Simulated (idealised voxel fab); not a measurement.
voxel lift off: a process module
The cross-section on display is named cut; it measures 250 nm wide, and its cells are 5 nm squares.
Heads up, the way a cross-section reads in here is a grid of square cells, handed over as bands from the top down, with every band being one or more rows of cells. This entry defines a band. It first specifies the height of the band's top and the height of its bottom in nm, and then specifies the band's materials from left to right, stating each material with its width in nm. The word "edge to edge" identifies a single material that fills the band from edge to edge, while the word "empty" identifies empty space. Note: height 0 marks the level under which the wafer is uniformly one material as received. Lowest band unbounded below, written "0 down". The width entry "30->40" should be interpreted row by row: the top row of cells in the band takes the first number, the bottom row takes the second number, and the change between adjacent rows is uniform throughout. "changes: none" for a step: no cell of the cross-section changed in that step. Closed empty spaces (no open way to the top) of 8 cells or more are what "Fully sealed voids" lists, each as width x height at distance from the left edge, nm for all three. Heads up: the bit after the settings on a step's line is the simulator's remark on that step. overlay nm, on a step with a mask: how far to the right of its planned place the mask lay; to the left if negative.
Planned step list for the process
| 1 | RECEIVE [material Si] |
| 2 | CONFORMAL_DEP [material SiO2] [thk nm 10] |
| 3 | PATTERN [tone open] [mask id LINES] [material resist] [width nm 15] [pitch nm 40] [thk nm 25] [overlay nm 0] |
| 4 | DIRECTIONAL_DEP [material Ru] [thk nm 15] |
| 5 | STRIP [etch materials resist] |
| 6 | CONFORMAL_DEP [material SiO2] [thk nm 5] |
First of two wafers, with the run carried out as planned
Received-state cross-section, reflecting completion of step 1
	0 down = Si edge to edge
	Fully sealed voids: none
Presented here is a cross-section of the wafer after step 2 has been performed
	10 to 0 = SiO2 edge to edge
	Under 0: no change, same as before.
Presented here is a cross-section of the wafer after step 3 has been performed
	35 to 10 = resist (55) / empty (15) / resist (25) / empty (15) / resist (25) / empty (15) / resist (25) / empty (15) / resist (60)
	Under 10: no change, same as before.
Presented here is a cross-section of the wafer after step 4 has been performed
	50 to 35 = Ru (55) / empty (15) / Ru (25) / empty (15) / Ru (25) / empty (15) / Ru (25) / empty (15) / Ru (60)
	35 to 25 = resist (55) / empty (15) / resist (25) / empty (15) / resist (25) / empty (15) / resist (25) / empty (15) / resist (60)
	25 to 10 = resist (55) / Ru (15) / resist (25) / Ru (15) / resist (25) / Ru (15) / resist (25) / Ru (15) / resist (60)
	Under 10: no change, same as before.
Presented here is a cross-section of the wafer after step 5 has been performed
	25 to 10 = empty (55) / Ru (15) / empty (25) / Ru (15) / empty (25) / Ru (15) / empty (25) / Ru (15) / empty (60)
	Under 10: no change, same as before.
Presented here is a cross-section of the wafer after step 6 has been performed
	30 to 25 = empty (50) / SiO2 (25) / empty (15) / SiO2 (25) / empty (15) / SiO2 (25) / empty (15) / SiO2 (25) / empty (55)
	25 to 15 = empty (50) / SiO2 (5) / Ru (15) / SiO2 (5) / empty (15) / SiO2 (5) / Ru (15) / SiO2 (5) / empty (15) / SiO2 (5) / Ru (15) / SiO2 (5) / empty (15) / SiO2 (5) / Ru (15) / SiO2 (5) / empty (55)
	15 to 10 = SiO2 (55) / Ru (15) / SiO2 (25) / Ru (15) / SiO2 (25) / Ru (15) / SiO2 (25) / Ru (15) / SiO2 (60)
	Under 10: no change, same as before.
Second wafer: same start and same plan as the first, one execution error; identical to the first through step 2
Cross-sectional representation of the second wafer at the time designated in the plan for the completion of step 3
	35 to 10 = empty (55) / resist (15) / empty (25) / resist (15) / empty (25) / resist (15) / empty (25) / resist (15) / empty (60)
	Under 10: no change, same as before.
Cross-sectional representation of the second wafer at the time designated in the plan for the completion of step 4
	50 to 35 = empty (55) / Ru (15) / empty (25) / Ru (15) / empty (25) / Ru (15) / empty (25) / Ru (15) / empty (60)
	35 to 25 = empty (55) / resist (15) / empty (25) / resist (15) / empty (25) / resist (15) / empty (25) / resist (15) / empty (60)
	25 to 10 = Ru (55) / resist (15) / Ru (25) / resist (15) / Ru (25) / resist (15) / Ru (25) / resist (15) / Ru (60)
	Under 10: no change, same as before.
Cross-sectional representation of the second wafer at the time designated in the plan for the completion of step 5
	25 to 10 = Ru (55) / empty (15) / Ru (25) / empty (15) / Ru (25) / empty (15) / Ru (25) / empty (15) / Ru (60)
	Under 10: no change, same as before.
Cross-sectional representation of the second wafer at the time designated in the plan for the completion of step 6
	30 to 25 = SiO2 (60) / empty (5) / SiO2 (35) / empty (5) / SiO2 (35) / empty (5) / SiO2 (35) / empty (5) / SiO2 (65)
	25 to 15 = Ru (55) / SiO2 (5) / empty (5) / SiO2 (5) / Ru (25) / SiO2 (5) / empty (5) / SiO2 (5) / Ru (25) / SiO2 (5) / empty (5) / SiO2 (5) / Ru (25) / SiO2 (5) / empty (5) / SiO2 (5) / Ru (60)
	15 to 10 = Ru (55) / SiO2 (15) / Ru (25) / SiO2 (15) / Ru (25) / SiO2 (15) / Ru (25) / SiO2 (15) / Ru (60)
	Under 10: no change, same as before.
what went wrong: step 3 was processed under conditions differing from the plan, specifically as PATTERN [tone cover] [mask id LINES] [material resist] [width nm 15] [pitch nm 40] [thk nm 25] [overlay nm 0]
Upon completion, the second wafer contains, in terms of cells, a greater or smaller amount of certain materials than the first wafer: 78 more of Ru
